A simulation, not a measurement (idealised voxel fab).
process module | voxel spacer lines
cross-section cut | 220 nm wide | cells 5 nm
A cross-section is a grid of square cells, given in bands from the top down. A band is one or more rows of cells.
Each band's line starts with the height of the band's top and of its bottom, in nm. Then come its materials from left to right, each with its width in nm. One material with "throughout" fills the band from edge to edge. "air" is empty space.
Height 0 is the level under which the wafer as received is all one material. The lowest band goes on downwards, as in "0 down".
A width such as "30 to 40" changes by the same amount from each row of cells to the next, from the band's top row to its bottom row.
"no change" after a step means that no cell of the cross-section changed.
closed voids: empty space of 8 cells or more with no open way to the top, each as width x height at its distance from the left edge, in nm
after a step's settings: what the simulator itself notes on the step
overlay nm, on a step with a mask: how far to the right of its planned place the mask lay; to the left if negative
plan
1 op RECEIVE | material Si
2 op CONFORMAL_DEP | material Al2O3 | thk nm 5
3 op DIRECTIONAL_DEP | material polySi | thk nm 10
4 op DIRECTIONAL_DEP | material aC | thk nm 25
5 op PATTERN | tone cover | mask id MANDREL | material resist | width nm 25 | pitch nm 80 | thk nm 35 | overlay nm 0
6 op DIRECTIONAL_ETCH | etch materials aC | depth nm 25
7 op STRIP | etch materials resist
8 op CONFORMAL_DEP | material SiN | thk nm 15
9 op DIRECTIONAL_ETCH | etch materials SiN | depth nm 15
10 op STRIP | etch materials aC
11 op DIRECTIONAL_ETCH | etch materials polySi | depth nm 10
12 op STRIP | etch materials SiN
as received, after step 1
  0 down: Si throughout
  closed voids: none
a wafer at the end: this start, this plan, one mistake
  20 to 10: polySi 15 | air 25 | polySi 15 | air 25 | polySi 15 | air 25 | polySi 15 | air 25 | polySi 15 | air 25 | polySi 15 | air 5
  10 to 5: polySi throughout
  5 to 0: Al2O3 throughout
  0 down: Si throughout
  closed voids: none
what went wrong: step 3 ran as: op DIRECTIONAL_DEP | material polySi | thk nm 15
